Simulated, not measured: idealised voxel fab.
Name of the process module below: voxel lift off
FYI the section here is cut, 275 nm wide, cells are 5 nm squares.
Cross-section layout: square cells on a grid; listed as bands, top to bottom; a band spans one or more cell rows.
For a band, the entry starts with two heights in nm, that of the top and then that of the bottom, and carries on with the band's materials in order from left to right, each alongside its width in nm; the word "all across" beside a single material means it fills the band edge to edge, and "empty" means empty space.
Basically, 0 is our baseline, since under it the wafer straight out of the box is all one material. The bottom band has no lower end and keeps on going down, so it looks like "0 -> down".
With a width like "30 to 40", each row of cells in the band differs from the next by the same amount, the top row carrying the first number and the bottom row the second.
Basically "nothing was modified" means that step didn't change any cell in the cross-section.
Each empty space that has no open way to the top and spans at least 8 cells appears under "Encapsulated voids" as width x height at distance, the distance counted from the left edge, all in nm.
Step line, after settings: the simulator's comment on this step.
overlay nm: on a step with a mask, how far right of its planned place the mask lay; negative means left.

## So here's the lineup of process steps we planned
1: op RECEIVE | material Si
2: op CONFORMAL_DEP | material SiO2 | thk nm 15
3: op PATTERN | tone open | mask id LINES | material resist | width nm 30 | pitch nm 60 | thk nm 20 | overlay nm 0
4: op DIRECTIONAL_DEP | material Ru | thk nm 5
5: op STRIP | etch materials resist
6: op CONFORMAL_DEP | material SiCN | thk nm 5

## Here's what the wafer looked like in cross-section when it arrived - that's after step 1
- 0 -> down: Si all across
- Encapsulated voids: none

## As-planned run: cross-section of the first of two wafers at end of module
- 25 -> 20: 85 nm empty  40 nm SiCN  20 nm empty  40 nm SiCN  90 nm empty
- 20 -> 15: 90 nm SiCN  30 nm Ru  30 nm SiCN  30 nm Ru  95 nm SiCN
- 15 -> 0: SiO2 all across
- 0 -> down: Si all across
- Encapsulated voids: none

## Cross-sectional image of the second wafer of the two following completion of the module. Starting state and process plan were the same as for the first wafer; one execution error occurred
- 25 -> 20: 95 nm SiCN  20 nm empty  40 nm SiCN  20 nm empty  100 nm SiCN
- 20 -> 15: 90 nm Ru  30 nm SiCN  30 nm Ru  30 nm SiCN  95 nm Ru
- 15 -> 0: SiO2 all across
- 0 -> down: Si all across
- Encapsulated voids: none
Want to know what went wrong? contrary to plan, step 3 was performed as op PATTERN | tone cover | mask id LINES | material resist | width nm 30 | pitch nm 60 | thk nm 20 | overlay nm 0
At the finish, the second wafer shows more or fewer cells for some materials than the first does: Ru +31
